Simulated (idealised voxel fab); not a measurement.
Presented below is a process module, voxel spacer lines.
Cross-section cut: width 300 nm, square cells of 5 nm.
How to read a cross-section here: the picture is a grid of square cells, written as bands going from the top down, and any band can span one or more rows of cells.
The band entry comprises the height of the band's top followed by the height of its bottom, expressed in nm, and subsequently the band's materials from left to right, each stated together with its width in nm. Where a single material is marked with the word "everywhere", that material fills the band from edge to edge. The word "empty" represents empty space.
Note: height 0 marks the level under which the wafer is uniformly one material as received. Lowest band unbounded below, written "from 0 down".
Quick explanation for "30 to 40": the width changes in equal steps down the rows of cells, from the first number in the band's top row to the second number in its bottom row.
What does "no modification" mean for a step? It means no cell of the cross-section changed in that step.
"Closed cavity list" specifies each empty space that is not open to the top and that occupies no fewer than 8 cells, using the form width x height at distance, the distance measured from the left edge and all three quantities in nm.
Step line, after settings: the simulator's comment on this step.
overlay nm: mask offset rightward from planned place, masked step; negative means leftward offset.

Below is the list of planned process steps
- 1: RECEIVE, material Si
- 2: CONFORMAL_DEP, material Al2O3, thk nm 10
- 3: DIRECTIONAL_DEP, material polySi, thk nm 15
- 4: DIRECTIONAL_DEP, material aC, thk nm 30
- 5: PATTERN, tone cover, mask id MANDREL, material resist, width nm 15, pitch nm 50, thk nm 40, overlay nm 0
- 6: DIRECTIONAL_ETCH, etch materials aC, depth nm 30
- 7: STRIP, etch materials resist
- 8: CONFORMAL_DEP, material SiO2, thk nm 10
- 9: DIRECTIONAL_ETCH, etch materials SiO2, depth nm 10
- 10: STRIP, etch materials aC
- 11: DIRECTIONAL_ETCH, etch materials polySi, depth nm 15
- 12: STRIP, etch materials SiO2

As received (post step 1): cross-section
from 0 down | Si everywhere
Closed cavity list: none

First of two wafers, end-of-module section, run followed plan
from 25 to 10 | 105 empty / 10 polySi / 15 empty / 10 polySi / 15 empty / 10 polySi / 15 empty / 10 polySi / 110 empty
from 10 to 0 | Al2O3 everywhere
from 0 down | Si everywhere
Closed cavity list: none

End-of-module cross-section of the second wafer: identical starting point and process plan to the first, with one processing mistake
from 25 to 10 | 115 empty / 15 polySi / 35 empty / 15 polySi / 120 empty
from 10 to 0 | Al2O3 everywhere
from 0 down | Si everywhere
Closed cavity list: none
Plan not followed: step 5: run off-plan, actual operation and settings PATTERN, tone open, mask id MANDREL, material resist, width nm 15, pitch nm 50, thk nm 40, overlay nm 0
Final cells, second wafer relative to first, materials higher or lower: -6 polySi
